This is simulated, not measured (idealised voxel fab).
Title: Process Module voxel ribs on slabs
In the cross-section labelled cut, the width is 185 nm and each square cell is 5 nm.
Each cross-section below is a grid of square cells, stated as bands in top-down order, with one or more rows of cells making up each band.
The entry gives the band's vertical extent as a top height and a bottom height in nm, then its horizontal make-up as materials from left to right, each with a width in nm. "empty" stands for empty space; a single material marked "full width" fills the band edge to edge.
Where do heights start? At 0: under that level the wafer as delivered is made of one material only. And the lowest band has no floor; it just carries on downward, as in "0..down".
The notation "30->40" denotes a width that varies across the rows of cells in the band, beginning at the first number in the top row, finishing at the second number in the bottom row, and changing by an identical amount from each row to the next.
Basically "nothing different" means that step didn't change any cell in the cross-section.
You'll see "Non-vented voids" listing empty spaces that have no way open to the top, as long as they're 8 cells or more; the notation is width x height at distance, where the distance is from the left edge, and all of it is in nm.
On each step's line, the part that comes after the settings is the simulator's own comment on the step.
The "overlay nm" setting may appear on a step's line; for a step that uses a mask, it gives how far to the right of its planned position the mask lay, and a negative value indicates the left.
List of planned process steps
- 1: RECEIVE (material Si)
- 2: DIRECTIONAL_DEP (material SiO2; thk nm 30)
- 3: DIRECTIONAL_DEP (material SiN; thk nm 20)
- 4: MASKED_ETCH (tone cover; mask id RIB; width nm 15; etch materials SiN; depth nm 15; overlay nm 0)
- 5: MASKED_ETCH (tone cover; mask id SLAB; width nm 65; etch materials SiN; depth nm 5; overlay nm 0)
- 6: FILL_DEP (material SiO2; thk nm 20)
- 7: CMP (height nm 60)
- 8: DIRECTIONAL_DEP (material TiN; thk nm 10)
- 9: MASKED_ETCH (tone cover; mask id HEATER; width nm 25; etch materials TiN; depth nm 10; overlay nm 0)
- 10: CONFORMAL_DEP (material SiN; thk nm 5)
Wafer as received: cross-section following step 1
0..down: Si full width
Non-vented voids: none
The first of the two wafers as seen in cross-section once the module was finished; processing followed the plan
75..70: 75 nm empty  35 nm SiN  75 nm empty
70..65: 75 nm empty  5 nm SiN  25 nm TiN  5 nm SiN  75 nm empty
65..60: 80 nm SiN  25 nm TiN  80 nm SiN
60..50: SiO2 full width
50..35: 85 nm SiO2  15 nm SiN  85 nm SiO2
35..30: 60 nm SiO2  65 nm SiN  60 nm SiO2
30..0: SiO2 full width
0..down: Si full width
Non-vented voids: none
Same start, same plan as the first wafer - but one mistake in the run. Cross-section of the second of the two at the end of the module
75..70: 75 nm empty  35 nm SiN  75 nm empty
70..65: 75 nm empty  5 nm SiN  25 nm TiN  5 nm SiN  75 nm empty
65..60: 80 nm SiN  25 nm TiN  80 nm SiN
60..50: SiO2 full width
50..45: 60 nm SiO2  25 nm SiN  15 nm SiO2  25 nm SiN  60 nm SiO2
45..35: 85 nm SiN  15 nm SiO2  85 nm SiN
35..30: SiN full width
30..0: SiO2 full width
0..down: Si full width
Non-vented voids: none
Want to know what went wrong? off-plan run, step 4, actual operation and settings MASKED_ETCH (tone open; mask id RIB; width nm 15; etch materials SiN; depth nm 15; overlay nm 0)
In the final state, the cell counts of the second wafer exceed or fall short of those of the first for the following materials: SiN: 93 more, SiO2: 93 fewer
